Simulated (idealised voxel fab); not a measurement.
Herein follows the process module entitled voxel self aligned vias.
The cross-section on display is named cut; it measures 280 nm wide, and its cells are 5 nm squares.
Cross-section spec: square-cell grid; bands listed top down; each band is one or more rows. In this notation a band is specified by the heights of its top and bottom, in that order and in nm, after which its materials appear from left to right, each paired with its width in nm. The word "all across" attached to a single material means that material fills the band from edge to edge; the word "blank" stands for empty space. Zero point of the height axis is 0; under it, received wafer = one material. Lowest band: continues down indefinitely, "0 -> down". When a width is written as two numbers, as in "30..40", the first number is the width in the top row of cells of the band and the second is the width in its bottom row, and the width changes by the same amount from each row to the next. The cross-section has no changed cell in any step marked "stayed the same". Enclosed voids (no open way to top), threshold 8 cells or more, entry "Sealed void inventory", notation width x height at distance, distance from left edge, nm. Whatever follows a step's settings on its line is a remark the simulator itself makes about that step. The setting "overlay nm" may be written on the line of a step. When the step uses a mask, the value reports how far to the right of the planned place the mask lay, and a negative value reports that it lay to the left.
-- Process steps (planned)
1) RECEIVE (material Si)
2) CONFORMAL_DEP (material SiO2; thk nm 15)
3) CONFORMAL_DEP (material SiCN; thk nm 5)
4) DIRECTIONAL_DEP (material SiO2; thk nm 30)
5) MASKED_ETCH (tone open; mask id LINES; width nm 30; pitch nm 65; etch materials SiO2; depth nm 30; overlay nm 0)
6) CONFORMAL_DEP (material TiN; thk nm 5)
7) FILL_DEP (material Ru; thk nm 5)
8) CMP (height nm 50)
9) SELECTIVE_ETCH (etch materials W Ru TiN; depth nm 5)
10) FILL_DEP (material SiN; thk nm 5)
11) CMP (height nm 50)
12) DIRECTIONAL_DEP (material SiO2; thk nm 15)
13) MASKED_ETCH (tone open; mask id VIAS; width nm 40; pitch nm 130; etch materials SiO2; depth nm 15; overlay nm 0)
14) MASKED_ETCH (tone open; mask id VIAS; width nm 40; pitch nm 130; etch materials SiN; depth nm 5; overlay nm 0)
15) CONFORMAL_DEP (material TiN; thk nm 5)
16) FILL_DEP (material Ru; thk nm 5)
17) CMP (height nm 65)
18) CONFORMAL_DEP (material SiN; thk nm 5)
-- Cross-section of the wafer as it came to us, i.e., already through step 1
* 0 -> down | Si all across
* Sealed void inventory: none
-- Here's the cross-section of the first of our two wafers at the end of the module - it ran as planned
* 70 -> 65 | SiN all across
* 65 -> 55 | SiO2 55 nm, then TiN 5 nm, then Ru 30 nm, then TiN 5 nm, then SiO2 90 nm, then TiN 5 nm, then Ru 30 nm, then TiN 5 nm, then SiO2 55 nm
* 55 -> 50 | SiO2 55 nm, then TiN 10 nm, then Ru 20 nm, then TiN 10 nm, then SiO2 90 nm, then TiN 10 nm, then Ru 20 nm, then TiN 10 nm, then SiO2 55 nm
* 50 -> 45 | SiO2 60 nm, then TiN 30 nm, then SiO2 35 nm, then SiN 30 nm, then SiO2 35 nm, then TiN 30 nm, then SiO2 60 nm
* 45 -> 25 | SiO2 60 nm, then TiN 5 nm, then Ru 20 nm, then TiN 5 nm, then SiO2 35 nm, then TiN 5 nm, then Ru 20 nm, then TiN 5 nm, then SiO2 35 nm, then TiN 5 nm, then Ru 20 nm, then TiN 5 nm, then SiO2 60 nm
* 25 -> 20 | SiO2 60 nm, then TiN 30 nm, then SiO2 35 nm, then TiN 30 nm, then SiO2 35 nm, then TiN 30 nm, then SiO2 60 nm
* 20 -> 15 | SiCN all across
* 15 -> 0 | SiO2 all across
* 0 -> down | Si all across
* Sealed void inventory: none
-- Cross-section, second wafer: same start as the first, same plan as the first, one mistake in running it; taken at the end of the module
* 70 -> 65 | SiN all across
* 65 -> 55 | SiO2 55 nm, then TiN 5 nm, then Ru 30 nm, then TiN 5 nm, then SiO2 90 nm, then TiN 5 nm, then Ru 30 nm, then TiN 5 nm, then SiO2 55 nm
* 55 -> 50 | SiO2 55 nm, then TiN 40 nm, then SiO2 90 nm, then TiN 40 nm, then SiO2 55 nm
* 50 -> 45 | SiN 55 nm, then TiN 5 nm, then SiO2 30 nm, then TiN 5 nm, then SiN 30 nm, then SiO2 30 nm, then SiN 30 nm, then TiN 5 nm, then SiO2 30 nm, then TiN 5 nm, then SiN 55 nm
* 45 -> 25 | Ru 55 nm, then TiN 5 nm, then SiO2 30 nm, then TiN 5 nm, then Ru 25 nm, then TiN 5 nm, then SiO2 30 nm, then TiN 5 nm, then Ru 25 nm, then TiN 5 nm, then SiO2 30 nm, then TiN 5 nm, then Ru 55 nm
* 25 -> 20 | TiN 60 nm, then SiO2 30 nm, then TiN 35 nm, then SiO2 30 nm, then TiN 35 nm, then SiO2 30 nm, then TiN 60 nm
* 20 -> 15 | SiCN all across
* 15 -> 0 | SiO2 all across
* 0 -> down | Si all across
* Sealed void inventory: none
What went wrong in running the wafer? step 5 off recipe, ran as MASKED_ETCH (tone cover; mask id LINES; width nm 30; pitch nm 65; etch materials SiO2; depth nm 30; overlay nm 0)
Bottom line after processing is that, in cells, the second wafer is up or down on some materials versus the first: +72 Ru; +28 SiN; -120 SiO2; +20 TiN
